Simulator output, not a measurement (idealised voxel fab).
The name of this process module is voxel wiring stack.
Cross-sectional view cut (width: 190 nm; square cell size: 5 nm).
Cross-section = grid of square cells, listed top down in bands; band = one or more rows. Band entry format. Leading values: height of top, height of bottom, nm. Remainder: materials in left-to-right order, each with its width in nm. Special words: "throughout" on a single material, which then fills the band edge to edge; "blank", empty space. Measure heights from 0. That's the level where, below it, the as-received wafer is all one material. The lowest band is bottomless and extends downward; write it as in "from 0 down". Quick explanation for "30->40": the width changes in equal steps down the rows of cells, from the first number in the band's top row to the second number in its bottom row. You'll sometimes find "nothing altered" written for a step, and that's the way of saying that nowhere in the cross-section did a cell change during that step. So "Enclosed void list" is basically the list of trapped voids: any empty space of 8 cells or more that can't reach the top through an opening. They're written width x height at distance, the distance being from the left edge, and it's all nm. On each step's line, the part that comes after the settings is the simulator's own comment on the step. What "overlay nm" on a step's line means: if the step has a mask, that mask lay this far to the right of its planned place, or, when the value is negative, to the left.

Steps planned for the process:
step 1: RECEIVE: material Si
step 2: CONFORMAL_DEP: material SiO2, thk nm 10
step 3: DIRECTIONAL_DEP: material TiN, thk nm 5
step 4: DIRECTIONAL_DEP: material Ru, thk nm 25
step 5: PATTERN: tone cover, mask id METAL_1, material resist, width nm 25, pitch nm 40, thk nm 15, overlay nm 0
step 6: DIRECTIONAL_ETCH: etch materials Ru, depth nm 25
step 7: DIRECTIONAL_ETCH: etch materials TiN, depth nm 5
step 8: STRIP: etch materials resist
step 9: CONFORMAL_DEP: material SiCN, thk nm 5
step 10: FILL_DEP: material SiO2, thk nm 10
step 11: CMP: height nm 40
step 12: CONFORMAL_DEP: material SiCN, thk nm 5
step 13: DIRECTIONAL_DEP: material SiO2, thk nm 10
step 14: MASKED_ETCH: tone open, mask id PLUG_1, width nm 15, pitch nm 40, etch materials SiO2, depth nm 10, overlay nm 0
step 15: MASKED_ETCH: tone open, mask id PLUG_1, width nm 15, pitch nm 40, etch materials SiCN, depth nm 5, overlay nm 0
step 16: CONFORMAL_DEP: material TiN, thk nm 5
step 17: FILL_DEP: material W, thk nm 10
step 18: CMP: height nm 55
step 19: CONFORMAL_DEP: material SiN, thk nm 5
step 20: DIRECTIONAL_DEP: material SiO2, thk nm 20
step 21: DIRECTIONAL_DEP: material aC, thk nm 15
step 22: PATTERN: tone open, mask id METAL_2, material resist, width nm 25, pitch nm 40, thk nm 30, overlay nm 0
step 23: DIRECTIONAL_ETCH: etch materials aC, depth nm 15
step 24: STRIP: etch materials resist
step 25: DIRECTIONAL_ETCH: etch materials SiO2, depth nm 20
step 26: DIRECTIONAL_ETCH: etch materials SiN, depth nm 5
step 27: STRIP: etch materials aC
step 28: CONFORMAL_DEP: material TiN, thk nm 5
step 29: FILL_DEP: material Cu, thk nm 10
step 30: CMP: height nm 80
step 31: EPI: material Ru, thk nm 5
step 32: FILL_DEP: material SiCN, thk nm 5

Wafer, first of two, run as planned:

As-received wafer cross-section (after step 1):
- from 0 down | Si throughout
- Enclosed void list: none

You're looking at a cross-section of the wafer after step 2:
- from 10 to 0 | SiO2 throughout
- Below 0, the layers are the same as they were.

You're looking at a cross-section of the wafer after step 3:
- from 15 to 10 | TiN throughout
- Below 10, the layers are the same as they were.

You're looking at a cross-section of the wafer after step 4:
- from 40 to 15 | Ru throughout
- Below 15, the layers are the same as they were.

You're looking at a cross-section of the wafer after step 5:
- from 55 to 40 | blank=40 / resist=25 / blank=15 / resist=25 / blank=15 / resist=25 / blank=45
- Below 40, the layers are the same as they were.

You're looking at a cross-section of the wafer after step 6:
- from 55 to 40 | blank=40 / resist=25 / blank=15 / resist=25 / blank=15 / resist=25 / blank=45
- from 40 to 15 | blank=40 / Ru=25 / blank=15 / Ru=25 / blank=15 / Ru=25 / blank=45
- Below 15, the layers are the same as they were.

You're looking at a cross-section of the wafer after step 7:
- from 55 to 40 | blank=40 / resist=25 / blank=15 / resist=25 / blank=15 / resist=25 / blank=45
- from 40 to 15 | blank=40 / Ru=25 / blank=15 / Ru=25 / blank=15 / Ru=25 / blank=45
- from 15 to 10 | blank=40 / TiN=25 / blank=15 / TiN=25 / blank=15 / TiN=25 / blank=45
- Below 10, the layers are the same as they were.

You're looking at a cross-section of the wafer after step 8:
- from 40 to 15 | blank=40 / Ru=25 / blank=15 / Ru=25 / blank=15 / Ru=25 / blank=45
- Below 15, the layers are the same as they were.

You're looking at a cross-section of the wafer after step 9:
- from 45 to 40 | blank=35 / SiCN=35 / blank=5 / SiCN=35 / blank=5 / SiCN=35 / blank=40
- from 40 to 15 | blank=35 / SiCN=5 / Ru=25 / SiCN=5 / blank=5 / SiCN=5 / Ru=25 / SiCN=5 / blank=5 / SiCN=5 / Ru=25 / SiCN=5 / blank=40
- from 15 to 10 | SiCN=40 / TiN=25 / SiCN=15 / TiN=25 / SiCN=15 / TiN=25 / SiCN=45
- Below 10, the layers are the same as they were.

You're looking at a cross-section of the wafer after step 10:
- from 55 to 45 | SiO2 throughout
- from 45 to 40 | SiO2=35 / SiCN=35 / SiO2=5 / SiCN=35 / SiO2=5 / SiCN=35 / SiO2=40
- from 40 to 15 | SiO2=35 / SiCN=5 / Ru=25 / SiCN=5 / SiO2=5 / SiCN=5 / Ru=25 / SiCN=5 / SiO2=5 / SiCN=5 / Ru=25 / SiCN=5 / SiO2=40
- Below 15, the layers are the same as they were.

You're looking at a cross-section of the wafer after step 11:
- from 40 to 15 | SiO2=35 / SiCN=5 / Ru=25 / SiCN=5 / SiO2=5 / SiCN=5 / Ru=25 / SiCN=5 / SiO2=5 / SiCN=5 / Ru=25 / SiCN=5 / SiO2=40
- Below 15, the layers are the same as they were.

You're looking at a cross-section of the wafer after step 12:
- from 45 to 40 | SiCN throughout
- Below 40, the layers are the same as they were.

You're looking at a cross-section of the wafer after step 13:
- from 55 to 45 | SiO2 throughout
- Below 45, the layers are the same as they were.

You're looking at a cross-section of the wafer after step 14:
- from 55 to 45 | SiO2=40 / blank=15 / SiO2=25 / blank=15 / SiO2=25 / blank=15 / SiO2=55
- Below 45, the layers are the same as they were.

You're looking at a cross-section of the wafer after step 15:
- from 55 to 45 | SiO2=40 / blank=15 / SiO2=25 / blank=15 / SiO2=25 / blank=15 / SiO2=55
- from 45 to 40 | SiCN=40 / blank=15 / SiCN=25 / blank=15 / SiCN=25 / blank=15 / SiCN=55
- Below 40, the layers are the same as they were.

You're looking at a cross-section of the wafer after step 16:
- from 60 to 55 | TiN=45 / blank=5 / TiN=35 / blank=5 / TiN=35 / blank=5 / TiN=60
- from 55 to 45 | SiO2=40 / TiN=5 / blank=5 / TiN=5 / SiO2=25 / TiN=5 / blank=5 / TiN=5 / SiO2=25 / TiN=5 / blank=5 / TiN=5 / SiO2=55
- from 45 to 40 | SiCN=40 / TiN=15 / SiCN=25 / TiN=15 / SiCN=25 / TiN=15 / SiCN=55
- Below 40, the layers are the same as they were.

You're looking at a cross-section of the wafer after step 17:
- from 70 to 60 | W throughout
- from 60 to 55 | TiN=45 / W=5 / TiN=35 / W=5 / TiN=35 / W=5 / TiN=60
- from 55 to 45 | SiO2=40 / TiN=5 / W=5 / TiN=5 / SiO2=25 / TiN=5 / W=5 / TiN=5 / SiO2=25 / TiN=5 / W=5 / TiN=5 / SiO2=55
- Below 45, the layers are the same as they were.

You're looking at a cross-section of the wafer after step 18:
- from 55 to 45 | SiO2=40 / TiN=5 / W=5 / TiN=5 / SiO2=25 / TiN=5 / W=5 / TiN=5 / SiO2=25 / TiN=5 / W=5 / TiN=5 / SiO2=55
- Below 45, the layers are the same as they were.

You're looking at a cross-section of the wafer after step 19:
- from 60 to 55 | SiN throughout
- Below 55, the layers are the same as they were.

You're looking at a cross-section of the wafer after step 20:
- from 80 to 60 | SiO2 throughout
- Below 60, the layers are the same as they were.

You're looking at a cross-section of the wafer after step 21:
- from 95 to 80 | aC throughout
- Below 80, the layers are the same as they were.

You're looking at a cross-section of the wafer after step 22:
- from 125 to 95 | resist=40 / blank=25 / resist=15 / blank=25 / resist=15 / blank=25 / resist=45
- Below 95, the layers are the same as they were.

You're looking at a cross-section of the wafer after step 23:
- from 110 to 95 | resist=40 / blank=25 / resist=15 / blank=25 / resist=15 / blank=25 / resist=45
- from 95 to 80 | aC=40 / blank=25 / aC=15 / blank=25 / aC=15 / blank=25 / aC=45
- Below 80, the layers are the same as they were.

You're looking at a cross-section of the wafer after step 24:
- from 95 to 80 | aC=40 / blank=25 / aC=15 / blank=25 / aC=15 / blank=25 / aC=45
- Below 80, the layers are the same as they were.

You're looking at a cross-section of the wafer after step 25:
- from 95 to 80 | aC=40 / blank=25 / aC=15 / blank=25 / aC=15 / blank=25 / aC=45
- from 80 to 60 | SiO2=40 / blank=25 / SiO2=15 / blank=25 / SiO2=15 / blank=25 / SiO2=45
- Below 60, the layers are the same as they were.

You're looking at a cross-section of the wafer after step 26:
- from 95 to 80 | aC=40 / blank=25 / aC=15 / blank=25 / aC=15 / blank=25 / aC=45
- from 80 to 60 | SiO2=40 / blank=25 / SiO2=15 / blank=25 / SiO2=15 / blank=25 / SiO2=45
- from 60 to 55 | SiN=40 / blank=25 / SiN=15 / blank=25 / SiN=15 / blank=25 / SiN=45
- Below 55, the layers are the same as they were.

You're looking at a cross-section of the wafer after step 27:
- from 80 to 60 | SiO2=40 / blank=25 / SiO2=15 / blank=25 / SiO2=15 / blank=25 / SiO2=45
- Below 60, the layers are the same as they were.

You're looking at a cross-section of the wafer after step 28:
- from 85 to 80 | TiN=45 / blank=15 / TiN=25 / blank=15 / TiN=25 / blank=15 / TiN=50
- from 80 to 60 | SiO2=40 / TiN=5 / blank=15 / TiN=5 / SiO2=15 / TiN=5 / blank=15 / TiN=5 / SiO2=15 / TiN=5 / blank=15 / TiN=5 / SiO2=45
- from 60 to 55 | SiN=40 / TiN=25 / SiN=15 / TiN=25 / SiN=15 / TiN=25 / SiN=45
- Below 55, the layers are the same as they were.

You're looking at a cross-section of the wafer after step 29:
- from 95 to 85 | Cu throughout
- from 85 to 80 | TiN=45 / Cu=15 / TiN=25 / Cu=15 / TiN=25 / Cu=15 / TiN=50
- from 80 to 60 | SiO2=40 / TiN=5 / Cu=15 / TiN=5 / SiO2=15 / TiN=5 / Cu=15 / TiN=5 / SiO2=15 / TiN=5 / Cu=15 / TiN=5 / SiO2=45
- Below 60, the layers are the same as they were.

You're looking at a cross-section of the wafer after step 30:
- from 80 to 60 | SiO2=40 / TiN=5 / Cu=15 / TiN=5 / SiO2=15 / TiN=5 / Cu=15 / TiN=5 / SiO2=15 / TiN=5 / Cu=15 / TiN=5 / SiO2=45
- Below 60, the layers are the same as they were.

You're looking at a cross-section of the wafer after step 31:
- from 85 to 80 | blank=35 / Ru=35 / blank=5 / Ru=35 / blank=5 / Ru=35 / blank=40
- Below 80, the layers are the same as they were.

You're looking at a cross-section of the wafer after step 32:
- from 90 to 85 | SiCN throughout
- from 85 to 80 | SiCN=35 / Ru=35 / SiCN=5 / Ru=35 / SiCN=5 / Ru=35 / SiCN=40
- Below 80, the layers are the same as they were.

Wafer two of two - same starting point, same process plan, one mistake in execution; matches wafer one up to and including step 4:

Second wafer profile in section, at the moment step 5 of the plan was meant to be complete:
- from 55 to 40 | blank=50 / resist=25 / blank=15 / resist=25 / blank=15 / resist=25 / blank=35
- Below 40, the layers are the same as they were.

Second wafer profile in section, at the moment step 6 of the plan was meant to be complete:
- from 55 to 40 | blank=50 / resist=25 / blank=15 / resist=25 / blank=15 / resist=25 / blank=35
- from 40 to 15 | blank=50 / Ru=25 / blank=15 / Ru=25 / blank=15 / Ru=25 / blank=35
- Below 15, the layers are the same as they were.

Second wafer profile in section, at the moment step 7 of the plan was meant to be complete:
- from 55 to 40 | blank=50 / resist=25 / blank=15 / resist=25 / blank=15 / resist=25 / blank=35
- from 40 to 15 | blank=50 / Ru=25 / blank=15 / Ru=25 / blank=15 / Ru=25 / blank=35
- from 15 to 10 | blank=50 / TiN=25 / blank=15 / TiN=25 / blank=15 / TiN=25 / blank=35
- Below 10, the layers are the same as they were.

Second wafer profile in section, at the moment step 8 of the plan was meant to be complete:
- from 40 to 15 | blank=50 / Ru=25 / blank=15 / Ru=25 / blank=15 / Ru=25 / blank=35
- Below 15, the layers are the same as they were.

Second wafer profile in section, at the moment step 9 of the plan was meant to be complete:
- from 45 to 40 | blank=45 / SiCN=35 / blank=5 / SiCN=35 / blank=5 / SiCN=35 / blank=30
- from 40 to 15 | blank=45 / SiCN=5 / Ru=25 / SiCN=5 / blank=5 / SiCN=5 / Ru=25 / SiCN=5 / blank=5 / SiCN=5 / Ru=25 / SiCN=5 / blank=30
- from 15 to 10 | SiCN=50 / TiN=25 / SiCN=15 / TiN=25 / SiCN=15 / TiN=25 / SiCN=35
- Below 10, the layers are the same as they were.

Second wafer profile in section, at the moment step 10 of the plan was meant to be complete:
- from 55 to 45 | SiO2 throughout
- from 45 to 40 | SiO2=45 / SiCN=35 / SiO2=5 / SiCN=35 / SiO2=5 / SiCN=35 / SiO2=30
- from 40 to 15 | SiO2=45 / SiCN=5 / Ru=25 / SiCN=5 / SiO2=5 / SiCN=5 / Ru=25 / SiCN=5 / SiO2=5 / SiCN=5 / Ru=25 / SiCN=5 / SiO2=30
- Below 15, the layers are the same as they were.

Second wafer profile in section, at the moment step 11 of the plan was meant to be complete:
- from 40 to 15 | SiO2=45 / SiCN=5 / Ru=25 / SiCN=5 / SiO2=5 / SiCN=5 / Ru=25 / SiCN=5 / SiO2=5 / SiCN=5 / Ru=25 / SiCN=5 / SiO2=30
- Below 15, the layers are the same as they were.

Second wafer profile in section, at the moment step 12 of the plan was meant to be complete:
- from 45 to 40 | SiCN throughout
- Below 40, the layers are the same as they were.

Second wafer profile in section, at the moment step 13 of the plan was meant to be complete:
- from 55 to 45 | SiO2 throughout
- Below 45, the layers are the same as they were.

Second wafer profile in section, at the moment step 14 of the plan was meant to be complete:
- from 55 to 45 | SiO2=40 / blank=15 / SiO2=25 / blank=15 / SiO2=25 / blank=15 / SiO2=55
- Below 45, the layers are the same as they were.

Second wafer profile in section, at the moment step 15 of the plan was meant to be complete:
- from 55 to 45 | SiO2=40 / blank=15 / SiO2=25 / blank=15 / SiO2=25 / blank=15 / SiO2=55
- from 45 to 40 | SiCN=40 / blank=15 / SiCN=25 / blank=15 / SiCN=25 / blank=15 / SiCN=55
- Below 40, the layers are the same as they were.

Second wafer profile in section, at the moment step 16 of the plan was meant to be complete:
- from 60 to 55 | TiN=45 / blank=5 / TiN=35 / blank=5 / TiN=35 / blank=5 / TiN=60
- from 55 to 45 | SiO2=40 / TiN=5 / blank=5 / TiN=5 / SiO2=25 / TiN=5 / blank=5 / TiN=5 / SiO2=25 / TiN=5 / blank=5 / TiN=5 / SiO2=55
- from 45 to 40 | SiCN=40 / TiN=15 / SiCN=25 / TiN=15 / SiCN=25 / TiN=15 / SiCN=55
- Below 40, the layers are the same as they were.

Second wafer profile in section, at the moment step 17 of the plan was meant to be complete:
- from 70 to 60 | W throughout
- from 60 to 55 | TiN=45 / W=5 / TiN=35 / W=5 / TiN=35 / W=5 / TiN=60
- from 55 to 45 | SiO2=40 / TiN=5 / W=5 / TiN=5 / SiO2=25 / TiN=5 / W=5 / TiN=5 / SiO2=25 / TiN=5 / W=5 / TiN=5 / SiO2=55
- Below 45, the layers are the same as they were.

Second wafer profile in section, at the moment step 18 of the plan was meant to be complete:
- from 55 to 45 | SiO2=40 / TiN=5 / W=5 / TiN=5 / SiO2=25 / TiN=5 / W=5 / TiN=5 / SiO2=25 / TiN=5 / W=5 / TiN=5 / SiO2=55
- Below 45, the layers are the same as they were.

Second wafer profile in section, at the moment step 19 of the plan was meant to be complete:
- from 60 to 55 | SiN throughout
- Below 55, the layers are the same as they were.

Second wafer profile in section, at the moment step 20 of the plan was meant to be complete:
- from 80 to 60 | SiO2 throughout
- Below 60, the layers are the same as they were.

Second wafer profile in section, at the moment step 21 of the plan was meant to be complete:
- from 95 to 80 | aC throughout
- Below 80, the layers are the same as they were.

Second wafer profile in section, at the moment step 22 of the plan was meant to be complete:
- from 125 to 95 | resist=40 / blank=25 / resist=15 / blank=25 / resist=15 / blank=25 / resist=45
- Below 95, the layers are the same as they were.

Second wafer profile in section, at the moment step 23 of the plan was meant to be complete:
- from 110 to 95 | resist=40 / blank=25 / resist=15 / blank=25 / resist=15 / blank=25 / resist=45
- from 95 to 80 | aC=40 / blank=25 / aC=15 / blank=25 / aC=15 / blank=25 / aC=45
- Below 80, the layers are the same as they were.

Second wafer profile in section, at the moment step 24 of the plan was meant to be complete:
- from 95 to 80 | aC=40 / blank=25 / aC=15 / blank=25 / aC=15 / blank=25 / aC=45
- Below 80, the layers are the same as they were.

Second wafer profile in section, at the moment step 25 of the plan was meant to be complete:
- from 95 to 80 | aC=40 / blank=25 / aC=15 / blank=25 / aC=15 / blank=25 / aC=45
- from 80 to 60 | SiO2=40 / blank=25 / SiO2=15 / blank=25 / SiO2=15 / blank=25 / SiO2=45
- Below 60, the layers are the same as they were.

Second wafer profile in section, at the moment step 26 of the plan was meant to be complete:
- from 95 to 80 | aC=40 / blank=25 / aC=15 / blank=25 / aC=15 / blank=25 / aC=45
- from 80 to 60 | SiO2=40 / blank=25 / SiO2=15 / blank=25 / SiO2=15 / blank=25 / SiO2=45
- from 60 to 55 | SiN=40 / blank=25 / SiN=15 / blank=25 / SiN=15 / blank=25 / SiN=45
- Below 55, the layers are the same as they were.

Second wafer profile in section, at the moment step 27 of the plan was meant to be complete:
- from 80 to 60 | SiO2=40 / blank=25 / SiO2=15 / blank=25 / SiO2=15 / blank=25 / SiO2=45
- Below 60, the layers are the same as they were.

Second wafer profile in section, at the moment step 28 of the plan was meant to be complete:
- from 85 to 80 | TiN=45 / blank=15 / TiN=25 / blank=15 / TiN=25 / blank=15 / TiN=50
- from 80 to 60 | SiO2=40 / TiN=5 / blank=15 / TiN=5 / SiO2=15 / TiN=5 / blank=15 / TiN=5 / SiO2=15 / TiN=5 / blank=15 / TiN=5 / SiO2=45
- from 60 to 55 | SiN=40 / TiN=25 / SiN=15 / TiN=25 / SiN=15 / TiN=25 / SiN=45
- Below 55, the layers are the same as they were.

Second wafer profile in section, at the moment step 29 of the plan was meant to be complete:
- from 95 to 85 | Cu throughout
- from 85 to 80 | TiN=45 / Cu=15 / TiN=25 / Cu=15 / TiN=25 / Cu=15 / TiN=50
- from 80 to 60 | SiO2=40 / TiN=5 / Cu=15 / TiN=5 / SiO2=15 / TiN=5 / Cu=15 / TiN=5 / SiO2=15 / TiN=5 / Cu=15 / TiN=5 / SiO2=45
- Below 60, the layers are the same as they were.

Second wafer profile in section, at the moment step 30 of the plan was meant to be complete:
- from 80 to 60 | SiO2=40 / TiN=5 / Cu=15 / TiN=5 / SiO2=15 / TiN=5 / Cu=15 / TiN=5 / SiO2=15 / TiN=5 / Cu=15 / TiN=5 / SiO2=45
- Below 60, the layers are the same as they were.

Second wafer profile in section, at the moment step 31 of the plan was meant to be complete:
- from 85 to 80 | blank=35 / Ru=35 / blank=5 / Ru=35 / blank=5 / Ru=35 / blank=40
- Below 80, the layers are the same as they were.

Second wafer profile in section, at the moment step 32 of the plan was meant to be complete:
- from 90 to 85 | SiCN throughout
- from 85 to 80 | SiCN=35 / Ru=35 / SiCN=5 / Ru=35 / SiCN=5 / Ru=35 / SiCN=40
- Below 80, the layers are the same as they were.
Deviation noted in wafer processing: step 5 did not happen as planned, as run it was PATTERN: tone cover, mask id METAL_1, material resist, width nm 25, pitch nm 40, thk nm 15, overlay nm 10
Both wafers, final: cells per material equal; arrangement not.
